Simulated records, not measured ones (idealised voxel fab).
You're looking at the process module voxel tone inversion.
Cross-section cut: width 300 nm, square cells of 5 nm.
Cross-section format: a grid of square cells, given as bands from top to bottom; each band is one or more rows of cells.
Band: top height; bottom height; in nm. Then, left to right: material with width in nm, for each material. "edge to edge": a single material spanning edge to edge. "blank": empty space.
All heights in this document are referenced to 0, defined as the level beneath which the wafer, as received, consists entirely of one material. The lowest band is not bounded below; it extends indefinitely downward and is written in the form "0 nm and below".
Graded width ("30->40"): value in top row of band = first number; value in bottom row = second number; row-to-row change constant.
Where a step carries "stayed the same", the cross-section came out of it unchanged, cell for cell.
Closed-off voids of 8+ cells (no open route to the top) go in "Voids, enclosed", written width x height at distance from the left edge, in nm.
The remark found on a step's line after its settings is issued by the simulator itself and pertains to that step.
overlay nm: right-of-plan distance of the mask on a masked step; negative values mean left-of-plan.
What follows is a series of pairs. Each pair shows a cross-section before one process step and the cross-section after it, and the after view is drawn only down to the lowest band that changed. Beneath each pair is the step that lies between the two, with its settings. Pairs may come from different runs of this module on the same starting wafer, so a pair continues from the one above it only where its entry headed "State before step" says so.

## State before step
> 0 nm and below | Si edge to edge
> Voids, enclosed: none

## Post-Step Cross-Section
> 5 nm to 0 nm | SiN edge to edge
> below 0: unchanged
> Voids, enclosed: none
What was done to get from the before section above to the after section? CONFORMAL_DEP, material SiN, thk nm 5

State before step: the state before this step is the cross-section shown after the step in the pair just above.

## Post-Step Cross-Section
> 25 nm to 5 nm | aC edge to edge
> below 5: unchanged
> Voids, enclosed: none
What was done to get from the before section above to the after section? DIRECTIONAL_DEP, material aC, thk nm 20

State before step: the state before this step is the cross-section shown after the step in the pair just above.

## Post-Step Cross-Section
> 50 nm to 25 nm | 70 nm blank  25 nm resist  20 nm blank  25 nm resist  20 nm blank  25 nm resist  20 nm blank  25 nm resist  70 nm blank
> below 25: unchanged
> Voids, enclosed: none
What was done to get from the before section above to the after section? PATTERN, tone cover, mask id POSTS, material resist, width nm 25, pitch nm 45, thk nm 25, overlay nm 0

State before step: the state before this step is the cross-section shown after the step in the pair just above.

## Post-Step Cross-Section
> 30 nm to 25 nm | 70 nm blank  25 nm resist  20 nm blank  25 nm resist  20 nm blank  25 nm resist  20 nm blank  25 nm resist  70 nm blank
> 25 nm to 5 nm | 70 nm blank  25 nm aC  20 nm blank  25 nm aC  20 nm blank  25 nm aC  20 nm blank  25 nm aC  70 nm blank
> below 5: unchanged
> Voids, enclosed: none
What was done to get from the before section above to the after section? DIRECTIONAL_ETCH, etch materials aC, depth nm 20

State before step: the state before this step is the cross-section shown after the step in the pair just above.

## Post-Step Cross-Section
> 25 nm to 5 nm | 70 nm blank  25 nm aC  20 nm blank  25 nm aC  20 nm blank  25 nm aC  20 nm blank  25 nm aC  70 nm blank
> below 5: unchanged
> Voids, enclosed: none
What was done to get from the before section above to the after section? STRIP, etch materials resist

State before step: the state before this step is the cross-section shown after the step in the pair just above.

## Post-Step Cross-Section
> 35 nm to 25 nm | SiO2 edge to edge
> 25 nm to 5 nm | 70 nm SiO2  25 nm aC  20 nm SiO2  25 nm aC  20 nm SiO2  25 nm aC  20 nm SiO2  25 nm aC  70 nm SiO2
> below 5: unchanged
> Voids, enclosed: none
What was done to get from the before section above to the after section? FILL_DEP, material SiO2, thk nm 10

State before step: the state before this step is the cross-section shown after the step in the pair just above.

## Post-Step Cross-Section
> 25 nm to 5 nm | 70 nm SiO2  25 nm aC  20 nm SiO2  25 nm aC  20 nm SiO2  25 nm aC  20 nm SiO2  25 nm aC  70 nm SiO2
> below 5: unchanged
> Voids, enclosed: none
What was done to get from the before section above to the after section? CMP, height nm 25

State before step: the state before this step is the cross-section shown after the step in the pair just above.

## Post-Step Cross-Section
> 25 nm to 5 nm | 70 nm SiO2  25 nm blank  20 nm SiO2  25 nm blank  20 nm SiO2  25 nm blank  20 nm SiO2  25 nm blank  70 nm SiO2
> below 5: unchanged
> Voids, enclosed: none
What was done to get from the before section above to the after section? STRIP, etch materials aC

## State before step
> 0 nm and below | Si edge to edge
> Voids, enclosed: none

## Post-Step Cross-Section
> 20 nm to 0 nm | aC edge to edge
> below 0: unchanged
> Voids, enclosed: none
What was done to get from the before section above to the after section? DIRECTIONAL_DEP, material aC, thk nm 20

State before step: the state before this step is the cross-section shown after the step in the pair just above.

## Post-Step Cross-Section
> 45 nm to 20 nm | 70 nm blank  25 nm resist  20 nm blank  25 nm resist  20 nm blank  25 nm resist  20 nm blank  25 nm resist  70 nm blank
> below 20: unchanged
> Voids, enclosed: none
What was done to get from the before section above to the after section? PATTERN, tone cover, mask id POSTS, material resist, width nm 25, pitch nm 45, thk nm 25, overlay nm 0

State before step: the state before this step is the cross-section shown after the step in the pair just above.

## Post-Step Cross-Section
> 25 nm to 20 nm | 70 nm blank  25 nm resist  20 nm blank  25 nm resist  20 nm blank  25 nm resist  20 nm blank  25 nm resist  70 nm blank
> 20 nm to 0 nm | 70 nm blank  25 nm aC  20 nm blank  25 nm aC  20 nm blank  25 nm aC  20 nm blank  25 nm aC  70 nm blank
> below 0: unchanged
> Voids, enclosed: none
What was done to get from the before section above to the after section? DIRECTIONAL_ETCH, etch materials aC, depth nm 20

State before step: the state before this step is the cross-section shown after the step in the pair just above.

## Post-Step Cross-Section
> 20 nm to 0 nm | 70 nm blank  25 nm aC  20 nm blank  25 nm aC  20 nm blank  25 nm aC  20 nm blank  25 nm aC  70 nm blank
> below 0: unchanged
> Voids, enclosed: none
What was done to get from the before section above to the after section? STRIP, etch materials resist

State before step: the state before this step is the cross-section shown after the step in the pair just above.

## Post-Step Cross-Section
> 30 nm to 20 nm | SiO2 edge to edge
> 20 nm to 0 nm | 70 nm SiO2  25 nm aC  20 nm SiO2  25 nm aC  20 nm SiO2  25 nm aC  20 nm SiO2  25 nm aC  70 nm SiO2
> below 0: unchanged
> Voids, enclosed: none
What was done to get from the before section above to the after section? FILL_DEP, material SiO2, thk nm 10

State before step: the state before this step is the cross-section shown after the step in the pair just above.

## Post-Step Cross-Section
> 25 nm to 20 nm | SiO2 edge to edge
> below 20: unchanged
> Voids, enclosed: none
What was done to get from the before section above to the after section? CMP, height nm 25

## State before step
> 35 nm to 25 nm | SiO2 edge to edge
> 25 nm to 5 nm | 70 nm SiO2  25 nm aC  20 nm SiO2  25 nm aC  20 nm SiO2  25 nm aC  20 nm SiO2  25 nm aC  70 nm SiO2
> 5 nm to 0 nm | SiN edge to edge
> 0 nm and below | Si edge to edge
> Voids, enclosed: none

## Post-Step Cross-Section
> 45 nm to 25 nm | SiO2 edge to edge
> below 25: unchanged
> Voids, enclosed: none
What was done to get from the before section above to the after section? FILL_DEP, material SiO2, thk nm 10

State before step: the state before this step is the cross-section shown after the step in the pair just above.

## Post-Step Cross-Section
> 25 nm to 5 nm | 70 nm SiO2  25 nm aC  20 nm SiO2  25 nm aC  20 nm SiO2  25 nm aC  20 nm SiO2  25 nm aC  70 nm SiO2
> below 5: unchanged
> Voids, enclosed: none
What was done to get from the before section above to the after section? CMP, height nm 25

## State before step
> 20 nm to 0 nm | aC edge to edge
> 0 nm and below | Si edge to edge
> Voids, enclosed: none

## Post-Step Cross-Section
> 25 nm to 20 nm | SiN edge to edge
> below 20: unchanged
> Voids, enclosed: none
What was done to get from the before section above to the after section? CONFORMAL_DEP, material SiN, thk nm 5

State before step: the state before this step is the cross-section shown after the step in the pair just above.

## Post-Step Cross-Section
> 50 nm to 25 nm | 70 nm blank  25 nm resist  20 nm blank  25 nm resist  20 nm blank  25 nm resist  20 nm blank  25 nm resist  70 nm blank
> below 25: unchanged
> Voids, enclosed: none
What was done to get from the before section above to the after section? PATTERN, tone cover, mask id POSTS, material resist, width nm 25, pitch nm 45, thk nm 25, overlay nm 0

State before step: the state before this step is the cross-section shown after the step in the pair just above.

## Post-Step Cross-Section
> 30 nm to 25 nm | 70 nm blank  25 nm resist  20 nm blank  25 nm resist  20 nm blank  25 nm resist  20 nm blank  25 nm resist  70 nm blank
> below 25: unchanged
> Voids, enclosed: none
What was done to get from the before section above to the after section? DIRECTIONAL_ETCH, etch materials aC, depth nm 20

State before step: the state before this step is the cross-section shown after the step in the pair just above.

## Post-Step Cross-Section
> 25 nm to 20 nm | SiN edge to edge
> below 20: unchanged
> Voids, enclosed: none
What was done to get from the before section above to the after section? STRIP, etch materials resist

State before step: the state before this step is the cross-section shown after the step in the pair just above.

## Post-Step Cross-Section
> 35 nm to 25 nm | SiO2 edge to edge
> below 25: unchanged
> Voids, enclosed: none
What was done to get from the before section above to the after section? FILL_DEP, material SiO2, thk nm 10

State before step: the state before this step is the cross-section shown after the step in the pair just above.

## Post-Step Cross-Section
> 25 nm to 20 nm | SiN edge to edge
> below 20: unchanged
> Voids, enclosed: none
What was done to get from the before section above to the after section? CMP, height nm 25

## State before step
> 35 nm to 25 nm | SiO2 edge to edge
> 25 nm to 5 nm | 70 nm SiO2  25 nm aC  20 nm SiO2  25 nm aC  20 nm SiO2  25 nm aC  20 nm SiO2  25 nm aC  70 nm SiO2
> 5 nm to 0 nm | SiN edge to edge
> 0 nm and below | Si edge to edge
> Voids, enclosed: none

## Post-Step Cross-Section
> 30 nm to 25 nm | SiO2 edge to edge
> below 25: unchanged
> Voids, enclosed: none
What was done to get from the before section above to the after section? CMP, height nm 30

## State before step
> 25 nm to 5 nm | aC edge to edge
> 5 nm to 0 nm | SiN edge to edge
> 0 nm and below | Si edge to edge
> Voids, enclosed: none

## Post-Step Cross-Section
> 50 nm to 25 nm | 75 nm blank  20 nm resist  25 nm blank  20 nm resist  25 nm blank  20 nm resist  25 nm blank  20 nm resist  70 nm blank
> below 25: unchanged
> Voids, enclosed: none
What was done to get from the before section above to the after section? PATTERN, tone cover, mask id POSTS, material resist, width nm 20, pitch nm 45, thk nm 25, overlay nm 0

State before step: the state before this step is the cross-section shown after the step in the pair just above.

## Post-Step Cross-Section
> 30 nm to 25 nm | 75 nm blank  20 nm resist  25 nm blank  20 nm resist  25 nm blank  20 nm resist  25 nm blank  20 nm resist  70 nm blank
> 25 nm to 5 nm | 75 nm blank  20 nm aC  25 nm blank  20 nm aC  25 nm blank  20 nm aC  25 nm blank  20 nm aC  70 nm blank
> below 5: unchanged
> Voids, enclosed: none
What was done to get from the before section above to the after section? DIRECTIONAL_ETCH, etch materials aC, depth nm 20

State before step: the state before this step is the cross-section shown after the step in the pair just above.

## Post-Step Cross-Section
> 25 nm to 5 nm | 75 nm blank  20 nm aC  25 nm blank  20 nm aC  25 nm blank  20 nm aC  25 nm blank  20 nm aC  70 nm blank
> below 5: unchanged
> Voids, enclosed: none
What was done to get from the before section above to the after section? STRIP, etch materials resist

State before step: the state before this step is the cross-section shown after the step in the pair just above.

## Post-Step Cross-Section
> 35 nm to 25 nm | SiO2 edge to edge
> 25 nm to 5 nm | 75 nm SiO2  20 nm aC  25 nm SiO2  20 nm aC  25 nm SiO2  20 nm aC  25 nm SiO2  20 nm aC  70 nm SiO2
> below 5: unchanged
> Voids, enclosed: none
What was done to get from the before section above to the after section? FILL_DEP, material SiO2, thk nm 10

State before step: the state before this step is the cross-section shown after the step in the pair just above.

## Post-Step Cross-Section
> 25 nm to 5 nm | 75 nm SiO2  20 nm aC  25 nm SiO2  20 nm aC  25 nm SiO2  20 nm aC  25 nm SiO2  20 nm aC  70 nm SiO2
> below 5: unchanged
> Voids, enclosed: none
What was done to get from the before section above to the after section? CMP, height nm 25

State before step: the state before this step is the cross-section shown after the step in the pair just above.

## Post-Step Cross-Section
> 25 nm to 5 nm | 75 nm SiO2  20 nm blank  25 nm SiO2  20 nm blank  25 nm SiO2  20 nm blank  25 nm SiO2  20 nm blank  70 nm SiO2
> below 5: unchanged
> Voids, enclosed: none
What was done to get from the before section above to the after section? STRIP, etch materials aC

## State before step
> 25 nm to 5 nm | aC edge to edge
> 5 nm to 0 nm | SiN edge to edge
> 0 nm and below | Si edge to edge
> Voids, enclosed: none

## Post-Step Cross-Section
> 50 nm to 25 nm | 75 nm blank  25 nm resist  20 nm blank  25 nm resist  20 nm blank  25 nm resist  20 nm blank  25 nm resist  65 nm blank
> below 25: unchanged
> Voids, enclosed: none
What was done to get from the before section above to the after section? PATTERN, tone cover, mask id POSTS, material resist, width nm 25, pitch nm 45, thk nm 25, overlay nm 5

State before step: the state before this step is the cross-section shown after the step in the pair just above.

## Post-Step Cross-Section
> 30 nm to 25 nm | 75 nm blank  25 nm resist  20 nm blank  25 nm resist  20 nm blank  25 nm resist  20 nm blank  25 nm resist  65 nm blank
> 25 nm to 5 nm | 75 nm blank  25 nm aC  20 nm blank  25 nm aC  20 nm blank  25 nm aC  20 nm blank  25 nm aC  65 nm blank
> below 5: unchanged
> Voids, enclosed: none
What was done to get from the before section above to the after section? DIRECTIONAL_ETCH, etch materials aC, depth nm 20

State before step: the state before this step is the cross-section shown after the step in the pair just above.

## Post-Step Cross-Section
> 25 nm to 5 nm | 75 nm blank  25 nm aC  20 nm blank  25 nm aC  20 nm blank  25 nm aC  20 nm blank  25 nm aC  65 nm blank
> below 5: unchanged
> Voids, enclosed: none
What was done to get from the before section above to the after section? STRIP, etch materials resist

State before step: the state before this step is the cross-section shown after the step in the pair just above.

## Post-Step Cross-Section
> 35 nm to 25 nm | SiO2 edge to edge
> 25 nm to 5 nm | 75 nm SiO2  25 nm aC  20 nm SiO2  25 nm aC  20 nm SiO2  25 nm aC  20 nm SiO2  25 nm aC  65 nm SiO2
> below 5: unchanged
> Voids, enclosed: none
What was done to get from the before section above to the after section? FILL_DEP, material SiO2, thk nm 10

State before step: the state before this step is the cross-section shown after the step in the pair just above.

## Post-Step Cross-Section
> 25 nm to 5 nm | 75 nm SiO2  25 nm aC  20 nm SiO2  25 nm aC  20 nm SiO2  25 nm aC  20 nm SiO2  25 nm aC  65 nm SiO2
> below 5: unchanged
> Voids, enclosed: none
What was done to get from the before section above to the after section? CMP, height nm 25

State before step: the state before this step is the cross-section shown after the step in the pair just above.

## Post-Step Cross-Section
> 25 nm to 5 nm | 75 nm SiO2  25 nm blank  20 nm SiO2  25 nm blank  20 nm SiO2  25 nm blank  20 nm SiO2  25 nm blank  65 nm SiO2
> below 5: unchanged
> Voids, enclosed: none
What was done to get from the before section above to the after section? STRIP, etch materials aC

## State before step
> 25 nm to 5 nm | 70 nm blank  25 nm aC  20 nm blank  25 nm aC  20 nm blank  25 nm aC  20 nm blank  25 nm aC  70 nm blank
> 5 nm to 0 nm | SiN edge to edge
> 0 nm and below | Si edge to edge
> Voids, enclosed: none

## Post-Step Cross-Section
> 35 nm to 25 nm | SiN edge to edge
> 25 nm to 5 nm | 70 nm SiN  25 nm aC  20 nm SiN  25 nm aC  20 nm SiN  25 nm aC  20 nm SiN  25 nm aC  70 nm SiN
> below 5: unchanged
> Voids, enclosed: none
What was done to get from the before section above to the after section? FILL_DEP, material SiN, thk nm 10

State before step: the state before this step is the cross-section shown after the step in the pair just above.

## Post-Step Cross-Section
> 25 nm to 5 nm | 70 nm SiN  25 nm aC  20 nm SiN  25 nm aC  20 nm SiN  25 nm aC  20 nm SiN  25 nm aC  70 nm SiN
> below 5: unchanged
> Voids, enclosed: none
What was done to get from the before section above to the after section? CMP, height nm 25

State before step: the state before this step is the cross-section shown after the step in the pair just above.

## Post-Step Cross-Section
> 25 nm to 5 nm | 70 nm SiN  25 nm blank  20 nm SiN  25 nm blank  20 nm SiN  25 nm blank  20 nm SiN  25 nm blank  70 nm SiN
> below 5: unchanged
> Voids, enclosed: none
What was done to get from the before section above to the after section? STRIP, etch materials aC

## State before step
> 25 nm to 5 nm | aC edge to edge
> 5 nm to 0 nm | SiN edge to edge
> 0 nm and below | Si edge to edge
> Voids, enclosed: none

## Post-Step Cross-Section
> 50 nm to 25 nm | 70 nm resist  25 nm blank  20 nm resist  25 nm blank  20 nm resist  25 nm blank  20 nm resist  25 nm blank  70 nm resist
> below 25: unchanged
> Voids, enclosed: none
What was done to get from the before section above to the after section? PATTERN, tone open, mask id POSTS, material resist, width nm 25, pitch nm 45, thk nm 25, overlay nm 0

State before step: the state before this step is the cross-section shown after the step in the pair just above.

## Post-Step Cross-Section
> 30 nm to 25 nm | 70 nm resist  25 nm blank  20 nm resist  25 nm blank  20 nm resist  25 nm blank  20 nm resist  25 nm blank  70 nm resist
> 25 nm to 5 nm | 70 nm aC  25 nm blank  20 nm aC  25 nm blank  20 nm aC  25 nm blank  20 nm aC  25 nm blank  70 nm aC
> below 5: unchanged
> Voids, enclosed: none
What was done to get from the before section above to the after section? DIRECTIONAL_ETCH, etch materials aC, depth nm 20

State before step: the state before this step is the cross-section shown after the step in the pair just above.

## Post-Step Cross-Section
> 25 nm to 5 nm | 70 nm aC  25 nm blank  20 nm aC  25 nm blank  20 nm aC  25 nm blank  20 nm aC  25 nm blank  70 nm aC
> below 5: unchanged
> Voids, enclosed: none
What was done to get from the before section above to the after section? STRIP, etch materials resist

State before step: the state before this step is the cross-section shown after the step in the pair just above.

## Post-Step Cross-Section
> 35 nm to 25 nm | SiO2 edge to edge
> 25 nm to 5 nm | 70 nm aC  25 nm SiO2  20 nm aC  25 nm SiO2  20 nm aC  25 nm SiO2  20 nm aC  25 nm SiO2  70 nm aC
> below 5: unchanged
> Voids, enclosed: none
What was done to get from the before section above to the after section? FILL_DEP, material SiO2, thk nm 10

State before step: the state before this step is the cross-section shown after the step in the pair just above.

## Post-Step Cross-Section
> 25 nm to 5 nm | 70 nm aC  25 nm SiO2  20 nm aC  25 nm SiO2  20 nm aC  25 nm SiO2  20 nm aC  25 nm SiO2  70 nm aC
> below 5: unchanged
> Voids, enclosed: none
What was done to get from the before section above to the after section? CMP, height nm 25

State before step: the state before this step is the cross-section shown after the step in the pair just above.

## Post-Step Cross-Section
> 25 nm to 5 nm | 70 nm blank  25 nm SiO2  20 nm blank  25 nm SiO2  20 nm blank  25 nm SiO2  20 nm blank  25 nm SiO2  70 nm blank
> below 5: unchanged
> Voids, enclosed: none
What was done to get from the before section above to the after section? STRIP, etch materials aC
